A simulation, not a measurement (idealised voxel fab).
Herein follows the process module entitled voxel plated lines.
295 nm wide, 5 nm square cells: that's cross-section cut.
In what follows, cross-sections appear as grids of square cells, described through bands that run from the top down, where every band is one or more rows of cells. Band: top and bottom heights (nm) first, top before bottom; then materials from left to right, widths in nm. "all across" marks a sole material filling the band edge to edge. "air" denotes empty space. The level at which height equals 0 is the one under which the wafer, as it arrives, is entirely one material. No lower edge exists for the bottom band, which continues downward and is notated as in "0 -> down". The notation "30..40" denotes a width that varies across the rows of cells in the band, beginning at the first number in the top row, finishing at the second number in the bottom row, and changing by an identical amount from each row to the next. Take "remained the same" at face value: in the step it is given for, the cross-section changed in none of its cells. Look at "Sealed voids" for the closed voids: empty spaces with no open path to the top, sized 8 cells or up. Each is width x height at distance, distance from the left edge, all nm. Where a step's line continues beyond its settings, the continuation is a remark by the simulator itself on that step. overlay nm: for a step with a mask, the amount by which the mask lay right of where it was planned; a negative amount means left of it.

HERE'S WHAT THE PLANNED PROCESS STEPS LOOK LIKE
| 1 | RECEIVE,material Si |
| 2 | CONFORMAL_DEP,material Al2O3,thk nm 15 |
| 3 | DIRECTIONAL_DEP,material TiN,thk nm 5 |
| 4 | PATTERN,tone open,mask id LINES,material resist,width nm 30,pitch nm 55,thk nm 20,overlay nm 0 |
| 5 | EPI,material Ru,thk nm 5 |
| 6 | STRIP,etch materials resist |
| 7 | DIRECTIONAL_ETCH,etch materials TiN,depth nm 5 |
| 8 | CONFORMAL_DEP,material SiN,thk nm 10 |

OF TWO WAFERS, THE FIRST: RUN ACCORDING TO PLAN

INCOMING WAFER IN CROSS-SECTION (STATE: AFTER STEP 1)
  0 -> down | Si all across
  Sealed voids: none

AFTER STEP 2: WAFER CROSS-SECTION
  15 -> 0 | Al2O3 all across
  For the remainder of the cross-section, below 0, there is no change.

AFTER STEP 3: WAFER CROSS-SECTION
  20 -> 15 | TiN all across
  For the remainder of the cross-section, below 15, there is no change.

AFTER STEP 4: WAFER CROSS-SECTION
  40 -> 20 | resist 105, air 30, resist 25, air 30, resist 105
  For the remainder of the cross-section, below 20, there is no change.

AFTER STEP 5: WAFER CROSS-SECTION
  40 -> 25 | resist 105, air 30, resist 25, air 30, resist 105
  25 -> 20 | resist 105, Ru 30, resist 25, Ru 30, resist 105
  For the remainder of the cross-section, below 20, there is no change.

AFTER STEP 6: WAFER CROSS-SECTION
  25 -> 20 | air 105, Ru 30, air 25, Ru 30, air 105
  For the remainder of the cross-section, below 20, there is no change.

AFTER STEP 7: WAFER CROSS-SECTION
  25 -> 20 | air 105, Ru 30, air 25, Ru 30, air 105
  20 -> 15 | air 105, TiN 30, air 25, TiN 30, air 105
  For the remainder of the cross-section, below 15, there is no change.

AFTER STEP 8: WAFER CROSS-SECTION
  35 -> 25 | air 95, SiN 50, air 5, SiN 50, air 95
  25 -> 20 | SiN 105, Ru 30, SiN 25, Ru 30, SiN 105
  20 -> 15 | SiN 105, TiN 30, SiN 25, TiN 30, SiN 105
  For the remainder of the cross-section, below 15, there is no change.

WAFER TWO. SAME START, SAME PLAN, ONE SLIP IN EXECUTION. SAME AS WAFER ONE THROUGH STEP 1, INCLUSIVE

CROSS-SECTIONAL VIEW OF THE SECOND WAFER AT THE INTENDED END TIME OF PROCESS STEP 2
  30 -> 0 | Al2O3 all across
  For the remainder of the cross-section, below 0, there is no change.

CROSS-SECTIONAL VIEW OF THE SECOND WAFER AT THE INTENDED END TIME OF PROCESS STEP 3
  35 -> 30 | TiN all across
  For the remainder of the cross-section, below 30, there is no change.

CROSS-SECTIONAL VIEW OF THE SECOND WAFER AT THE INTENDED END TIME OF PROCESS STEP 4
  55 -> 35 | resist 105, air 30, resist 25, air 30, resist 105
  For the remainder of the cross-section, below 35, there is no change.

CROSS-SECTIONAL VIEW OF THE SECOND WAFER AT THE INTENDED END TIME OF PROCESS STEP 5
  55 -> 40 | resist 105, air 30, resist 25, air 30, resist 105
  40 -> 35 | resist 105, Ru 30, resist 25, Ru 30, resist 105
  For the remainder of the cross-section, below 35, there is no change.

CROSS-SECTIONAL VIEW OF THE SECOND WAFER AT THE INTENDED END TIME OF PROCESS STEP 6
  40 -> 35 | air 105, Ru 30, air 25, Ru 30, air 105
  For the remainder of the cross-section, below 35, there is no change.

CROSS-SECTIONAL VIEW OF THE SECOND WAFER AT THE INTENDED END TIME OF PROCESS STEP 7
  40 -> 35 | air 105, Ru 30, air 25, Ru 30, air 105
  35 -> 30 | air 105, TiN 30, air 25, TiN 30, air 105
  For the remainder of the cross-section, below 30, there is no change.

CROSS-SECTIONAL VIEW OF THE SECOND WAFER AT THE INTENDED END TIME OF PROCESS STEP 8
  50 -> 40 | air 95, SiN 50, air 5, SiN 50, air 95
  40 -> 35 | SiN 105, Ru 30, SiN 25, Ru 30, SiN 105
  35 -> 30 | SiN 105, TiN 30, SiN 25, TiN 30, SiN 105
  For the remainder of the cross-section, below 30, there is no change.
What broke from the plan during processing? step 2 of the plan was twice carried out
at the end the second wafer has, in cells: Al2O3: 177 more
